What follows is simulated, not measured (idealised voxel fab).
process module | voxel wiring stack
cross-section cut | 285 nm wide | cells 5 nm
A cross-section is a grid of square cells, given in bands from the top down. A band is one or more rows of cells.
Each band's line starts with the height of the band's top and of its bottom, in nm. Then come its materials from left to right, each with its width in nm. One material with "throughout" fills the band from edge to edge. "air" is empty space.
Height 0 is the level under which the wafer as received is all one material. The lowest band goes on downwards, as in "0 down".
A width such as "30 to 40" changes by the same amount from each row of cells to the next, from the band's top row to its bottom row.
"no change" after a step means that no cell of the cross-section changed.
closed voids: empty space of 8 cells or more with no open way to the top, each as width x height at its distance from the left edge, in nm
after a step's settings: what the simulator itself notes on the step
overlay nm, on a step with a mask: how far to the right of its planned place the mask lay; to the left if negative
plan
1 op RECEIVE | material Si
2 op CONFORMAL_DEP | material SiO2 | thk nm 15
3 op DIRECTIONAL_DEP | material TiN | thk nm 5
4 op DIRECTIONAL_DEP | material Ru | thk nm 15
5 op PATTERN | tone cover | mask id METAL_1 | material resist | width nm 25 | pitch nm 40 | thk nm 20 | overlay nm 0
6 op DIRECTIONAL_ETCH | etch materials Ru | depth nm 15
7 op DIRECTIONAL_ETCH | etch materials TiN | depth nm 5
8 op STRIP | etch materials resist
9 op CONFORMAL_DEP | material SiCN | thk nm 5
10 op FILL_DEP | material SiO2 | thk nm 10
11 op CMP | height nm 35
12 op CONFORMAL_DEP | material SiCN | thk nm 5
13 op DIRECTIONAL_DEP | material SiO2 | thk nm 25
14 op PATTERN | tone open | mask id METAL_2_HOLES | material resist | width nm 15 | pitch nm 40 | thk nm 20 | overlay nm 0
15 op DIRECTIONAL_ETCH | etch materials SiO2 | depth nm 25
16 op STRIP | etch materials resist
17 op DIRECTIONAL_DEP | material aC | thk nm 10
18 op PATTERN | tone open | mask id METAL_2 | material resist | width nm 25 | pitch nm 40 | thk nm 25 | overlay nm 0
19 op DIRECTIONAL_ETCH | etch materials aC | depth nm 10
20 op STRIP | etch materials resist
21 op DIRECTIONAL_ETCH | etch materials SiO2 | depth nm 15
22 op DIRECTIONAL_ETCH | etch materials SiCN | depth nm 5
23 op STRIP | etch materials aC
24 op CONFORMAL_DEP | material TiN | thk nm 5
25 op FILL_DEP | material Ru | thk nm 10
26 op CMP | height nm 65
27 op CONFORMAL_DEP | material SiN | thk nm 5
first wafer, as planned
as received, after step 1
  0 down: Si throughout
  closed voids: none
after step 2
  15 to 0: SiO2 throughout
  below 0: unchanged
after step 3
  20 to 15: TiN throughout
  below 15: unchanged
after step 4
  35 to 20: Ru throughout
  below 20: unchanged
after step 5
  55 to 35: air 90 | resist 25 | air 15 | resist 25 | air 15 | resist 25 | air 90
  below 35: unchanged
after step 6
  55 to 35: air 90 | resist 25 | air 15 | resist 25 | air 15 | resist 25 | air 90
  35 to 20: air 90 | Ru 25 | air 15 | Ru 25 | air 15 | Ru 25 | air 90
  below 20: unchanged
after step 7
  55 to 35: air 90 | resist 25 | air 15 | resist 25 | air 15 | resist 25 | air 90
  35 to 20: air 90 | Ru 25 | air 15 | Ru 25 | air 15 | Ru 25 | air 90
  20 to 15: air 90 | TiN 25 | air 15 | TiN 25 | air 15 | TiN 25 | air 90
  below 15: unchanged
after step 8
  35 to 20: air 90 | Ru 25 | air 15 | Ru 25 | air 15 | Ru 25 | air 90
  below 20: unchanged
after step 9
  40 to 35: air 85 | SiCN 35 | air 5 | SiCN 35 | air 5 | SiCN 35 | air 85
  35 to 20: air 85 | SiCN 5 | Ru 25 | SiCN 5 | air 5 | SiCN 5 | Ru 25 | SiCN 5 | air 5 | SiCN 5 | Ru 25 | SiCN 5 | air 85
  20 to 15: SiCN 90 | TiN 25 | SiCN 15 | TiN 25 | SiCN 15 | TiN 25 | SiCN 90
  below 15: unchanged
after step 10
  50 to 40: SiO2 throughout
  40 to 35: SiO2 85 | SiCN 35 | SiO2 5 | SiCN 35 | SiO2 5 | SiCN 35 | SiO2 85
  35 to 20: SiO2 85 | SiCN 5 | Ru 25 | SiCN 5 | SiO2 5 | SiCN 5 | Ru 25 | SiCN 5 | SiO2 5 | SiCN 5 | Ru 25 | SiCN 5 | SiO2 85
  below 20: unchanged
after step 11
  35 to 20: SiO2 85 | SiCN 5 | Ru 25 | SiCN 5 | SiO2 5 | SiCN 5 | Ru 25 | SiCN 5 | SiO2 5 | SiCN 5 | Ru 25 | SiCN 5 | SiO2 85
  below 20: unchanged
after step 12
  40 to 35: SiCN throughout
  below 35: unchanged
after step 13
  65 to 40: SiO2 throughout
  below 40: unchanged
after step 14
  85 to 65: resist 90 | air 15 | resist 25 | air 15 | resist 25 | air 15 | resist 100
  below 65: unchanged
after step 15
  85 to 65: resist 90 | air 15 | resist 25 | air 15 | resist 25 | air 15 | resist 100
  65 to 40: SiO2 90 | air 15 | SiO2 25 | air 15 | SiO2 25 | air 15 | SiO2 100
  below 40: unchanged
after step 16
  65 to 40: SiO2 90 | air 15 | SiO2 25 | air 15 | SiO2 25 | air 15 | SiO2 100
  below 40: unchanged
after step 17
  75 to 65: aC 90 | air 15 | aC 25 | air 15 | aC 25 | air 15 | aC 100
  65 to 50: SiO2 90 | air 15 | SiO2 25 | air 15 | SiO2 25 | air 15 | SiO2 100
  50 to 40: SiO2 90 | aC 15 | SiO2 25 | aC 15 | SiO2 25 | aC 15 | SiO2 100
  below 40: unchanged
after step 18
  100 to 75: resist 90 | air 25 | resist 15 | air 25 | resist 15 | air 25 | resist 90
  below 75: unchanged
after step 19
  90 to 75: resist 90 | air 25 | resist 15 | air 25 | resist 15 | air 25 | resist 90
  75 to 65: aC 90 | air 25 | aC 15 | air 25 | aC 15 | air 25 | aC 90
  65 to 40: SiO2 90 | air 15 | SiO2 25 | air 15 | SiO2 25 | air 15 | SiO2 100
  below 40: unchanged
after step 20
  75 to 65: aC 90 | air 25 | aC 15 | air 25 | aC 15 | air 25 | aC 90
  below 65: unchanged
after step 21
  75 to 65: aC 90 | air 25 | aC 15 | air 25 | aC 15 | air 25 | aC 90
  65 to 50: SiO2 90 | air 25 | SiO2 15 | air 25 | SiO2 15 | air 25 | SiO2 90
  below 50: unchanged
after step 22
  75 to 65: aC 90 | air 25 | aC 15 | air 25 | aC 15 | air 25 | aC 90
  65 to 50: SiO2 90 | air 25 | SiO2 15 | air 25 | SiO2 15 | air 25 | SiO2 90
  50 to 40: SiO2 90 | air 15 | SiO2 25 | air 15 | SiO2 25 | air 15 | SiO2 100
  40 to 35: SiCN 90 | air 15 | SiCN 25 | air 15 | SiCN 25 | air 15 | SiCN 100
  below 35: unchanged
after step 23
  65 to 50: SiO2 90 | air 25 | SiO2 15 | air 25 | SiO2 15 | air 25 | SiO2 90
  below 50: unchanged
after step 24
  70 to 65: TiN 95 | air 15 | TiN 25 | air 15 | TiN 25 | air 15 | TiN 95
  65 to 55: SiO2 90 | TiN 5 | air 15 | TiN 5 | SiO2 15 | TiN 5 | air 15 | TiN 5 | SiO2 15 | TiN 5 | air 15 | TiN 5 | SiO2 90
  55 to 50: SiO2 90 | TiN 5 | air 5 | TiN 15 | SiO2 15 | TiN 5 | air 5 | TiN 15 | SiO2 15 | TiN 5 | air 5 | TiN 15 | SiO2 90
  50 to 40: SiO2 90 | TiN 5 | air 5 | TiN 5 | SiO2 25 | TiN 5 | air 5 | TiN 5 | SiO2 25 | TiN 5 | air 5 | TiN 5 | SiO2 100
  40 to 35: SiCN 90 | TiN 15 | SiCN 25 | TiN 15 | SiCN 25 | TiN 15 | SiCN 100
  below 35: unchanged
after step 25
  80 to 70: Ru throughout
  70 to 65: TiN 95 | Ru 15 | TiN 25 | Ru 15 | TiN 25 | Ru 15 | TiN 95
  65 to 55: SiO2 90 | TiN 5 | Ru 15 | TiN 5 | SiO2 15 | TiN 5 | Ru 15 | TiN 5 | SiO2 15 | TiN 5 | Ru 15 | TiN 5 | SiO2 90
  55 to 50: SiO2 90 | TiN 5 | Ru 5 | TiN 15 | SiO2 15 | TiN 5 | Ru 5 | TiN 15 | SiO2 15 | TiN 5 | Ru 5 | TiN 15 | SiO2 90
  50 to 40: SiO2 90 | TiN 5 | Ru 5 | TiN 5 | SiO2 25 | TiN 5 | Ru 5 | TiN 5 | SiO2 25 | TiN 5 | Ru 5 | TiN 5 | SiO2 100
  below 40: unchanged
after step 26
  65 to 55: SiO2 90 | TiN 5 | Ru 15 | TiN 5 | SiO2 15 | TiN 5 | Ru 15 | TiN 5 | SiO2 15 | TiN 5 | Ru 15 | TiN 5 | SiO2 90
  below 55: unchanged
after step 27
  70 to 65: SiN throughout
  below 65: unchanged
second wafer: like start, like plan, one mistake. Through step 25 it matches the first wafer
when step 26 should have ended
  60 to 50: SiO2 90 | TiN 5 | Ru 15 to 5 | TiN 5 to 15 | SiO2 15 | TiN 5 | Ru 15 to 5 | TiN 5 to 15 | SiO2 15 | TiN 5 | Ru 15 to 5 | TiN 5 to 15 | SiO2 90
  below 50: unchanged
when step 27 should have ended
  65 to 60: SiN throughout
  below 60: unchanged
what went wrong: step 26 ran as: op CMP | height nm 60
at the end the second wafer has, in cells: 9 fewer of Ru | 42 fewer of SiO2 | 6 fewer of TiN
